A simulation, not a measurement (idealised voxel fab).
process module | voxel gate over fins
cross-section cut | 295 nm wide | cells 5 nm
A cross-section is a grid of square cells, given in bands from the top down. A band is one or more rows of cells.
Each band's line starts with the height of the band's top and of its bottom, in nm. Then come its materials from left to right, each with its width in nm. One material with "throughout" fills the band from edge to edge. "air" is empty space.
Height 0 is the level under which the wafer as received is all one material. The lowest band goes on downwards, as in "0 down".
A width such as "30 to 40" changes by the same amount from each row of cells to the next, from the band's top row to its bottom row.
"no change" after a step means that no cell of the cross-section changed.
closed voids: empty space of 8 cells or more with no open way to the top, each as width x height at its distance from the left edge, in nm
after a step's settings: what the simulator itself notes on the step
overlay nm, on a step with a mask: how far to the right of its planned place the mask lay; to the left if negative
plan
1 op RECEIVE | material Si
2 op CONFORMAL_DEP | material SiN | thk nm 10
3 op DIRECTIONAL_DEP | material aC | thk nm 15
4 op PATTERN | tone cover | mask id FINS | material resist | width nm 15 | pitch nm 35 | thk nm 35 | overlay nm 0
5 op DIRECTIONAL_ETCH | etch materials aC | depth nm 15
6 op STRIP | etch materials resist
7 op DIRECTIONAL_ETCH | etch materials SiN | depth nm 10
8 op DIRECTIONAL_ETCH | etch materials Si | depth nm 40
9 op STRIP | etch materials aC
10 op FILL_DEP | material SiO2 | thk nm 10
11 op CMP | height nm 10
12 op SELECTIVE_ETCH | etch materials SiO2 | depth nm 20
13 op STRIP | etch materials SiN
14 op CONFORMAL_DEP | material HfO2 | thk nm 5
15 op CONFORMAL_DEP | material TiN | thk nm 5
16 op CONFORMAL_DEP | material TiAl | thk nm 5
17 op CONFORMAL_DEP | material TiN | thk nm 5
18 op FILL_DEP | material W | thk nm 15
19 op CMP | height nm 30
20 op CONFORMAL_DEP | material SiCN | thk nm 5
as received, after step 1
  0 down: Si throughout
  closed voids: none
first wafer at the end, as planned
  35 to 30: SiCN throughout
  30 to 20: W throughout
  20 to 15: W 100 | TiN 90 | W 105
  15 to 10: W 100 | TiN 5 | TiAl 80 | TiN 5 | W 105
  10 to 5: TiN 105 | TiAl 5 | TiN 70 | TiAl 5 | TiN 110
  5 to 0: TiAl 110 | TiN 5 | HfO2 25 | TiN 10 | HfO2 25 | TiN 5 | TiAl 115
  0 to -5: TiN 115 | HfO2 5 | Si 15 | HfO2 5 | TiN 10 | HfO2 5 | Si 15 | HfO2 5 | TiN 120
  -5 to -10: HfO2 120 | Si 15 | HfO2 20 | Si 15 | HfO2 125
  -10 to -40: SiO2 120 | Si 15 | SiO2 20 | Si 15 | SiO2 125
  -40 down: Si throughout
  closed voids: none
second wafer at the end: like start, like plan, one mistake
  35 to 30: SiCN throughout
  30 to 20: W throughout
  20 to 15: TiN throughout
  15 to 10: TiAl throughout
  10 to 5: TiN throughout
  5 to 0: HfO2 125 | TiN 5 | HfO2 30 | TiN 5 | HfO2 130
  0 to -5: Si 120 | HfO2 5 | TiN 5 | HfO2 5 | Si 20 | HfO2 5 | TiN 5 | HfO2 5 | Si 125
  -5 to -10: Si 120 | HfO2 15 | Si 20 | HfO2 15 | Si 125
  -10 to -40: Si 120 | SiO2 15 | Si 20 | SiO2 15 | Si 125
  -40 down: Si throughout
  closed voids: none
what went wrong: step 4 ran as: op PATTERN | tone open | mask id FINS | material resist | width nm 15 | pitch nm 35 | thk nm 35 | overlay nm 0
at the end the second wafer has, in cells: 376 more of Si | 282 fewer of SiO2 | 4 fewer of TiAl | 8 fewer of TiN | 82 fewer of W
